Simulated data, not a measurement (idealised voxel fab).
Title: Process Module voxel gate over fins
The cross-section shown here is cut; it is 225 nm wide and divided into square cells measuring 5 nm on a side.
Just so we're on the same page, the cross-sections are grids of square cells, and they're listed out in bands top to bottom, each band one or more rows deep.
Read a band's entry like this: the first values are the height of its top and the height of its bottom in nm, and what follows is the sequence of materials from left to right, each with its width in nm. Note that "air" is empty space, and that a single material marked "full width" reaches across the band from edge to edge.
The level at which height equals 0 is the one under which the wafer, as it arrives, is entirely one material. No lower edge exists for the bottom band, which continues downward and is notated as in "0 -> down".
With a width like "30..40", each row of cells in the band differs from the next by the same amount, the top row carrying the first number and the bottom row the second.
Step note "everything unchanged" = no cross-section cell changed.
What "Entrapped voids" gives you is every empty space of 8 cells or more that is cut off from the top. Each appears as width x height at distance, with the distance taken from the left edge and width, height and distance all in nm.
On each step's line, the part that comes after the settings is the simulator's own comment on the step.
The line of a step may include "overlay nm". On a step with a mask, this value is how far to the right of its planned place the mask lay. A negative value means the mask lay to the left.

## Listed below are the process steps as planned
1,RECEIVE: material Si
2,CONFORMAL_DEP: material SiN, thk nm 10
3,DIRECTIONAL_DEP: material aC, thk nm 15
4,PATTERN: tone cover, mask id FINS, material resist, width nm 15, pitch nm 35, thk nm 30, overlay nm -15
5,DIRECTIONAL_ETCH: etch materials aC, depth nm 15
6,STRIP: etch materials resist
7,DIRECTIONAL_ETCH: etch materials SiN, depth nm 10
8,DIRECTIONAL_ETCH: etch materials Si, depth nm 40
9,STRIP: etch materials aC
10,OXIDIZE: depth nm 5
11,FILL_DEP: material SiO2, thk nm 10
12,CMP: height nm 10
13,SELECTIVE_ETCH: etch materials SiO2, depth nm 20
14,STRIP: etch materials SiN
15,CONFORMAL_DEP: material HfO2, thk nm 5
16,CONFORMAL_DEP: material TiN, thk nm 5
17,CONFORMAL_DEP: material TiAl, thk nm 5
18,CONFORMAL_DEP: material TiN, thk nm 5
19,FILL_DEP: material W, thk nm 10
20,CMP: height nm 25
21,CONFORMAL_DEP: material SiN, thk nm 10
The wafers in this document start out alike and differ in the overlay nm applied at step 4; the plan shows the value used for the first wafer.

## Received condition of the first of several wafers, sectioned: post-step 1
> 0 -> down | Si full width
> Entrapped voids: none

## The rows of the table below are wafers. Looking at the end of the module, a row counts, for every material, the cells the wafer has gained, shown as (+), or lost, shown as (-), since it was received; its closed voids come next
overlay nm -15 | +61 HfO2 | -369 Si | +90 SiN | +287 SiO2 | +61 TiAl | +110 TiN | +75 W | Entrapped voids: none
overlay nm -10 | +61 HfO2 | -369 Si | +90 SiN | +287 SiO2 | +61 TiAl | +110 TiN | +75 W | Entrapped voids: none
overlay nm -5 | +61 HfO2 | -369 Si | +90 SiN | +287 SiO2 | +61 TiAl | +110 TiN | +75 W | Entrapped voids: none
overlay nm 0 | +61 HfO2 | -369 Si | +90 SiN | +287 SiO2 | +61 TiAl | +110 TiN | +75 W | Entrapped voids: none
overlay nm 5 | +61 HfO2 | -369 Si | +90 SiN | +287 SiO2 | +61 TiAl | +110 TiN | +75 W | Entrapped voids: none
overlay nm 10 | +61 HfO2 | -369 Si | +90 SiN | +287 SiO2 | +61 TiAl | +110 TiN | +75 W | Entrapped voids: none
overlay nm 15 | +61 HfO2 | -369 Si | +90 SiN | +287 SiO2 | +61 TiAl | +110 TiN | +75 W | Entrapped voids: none
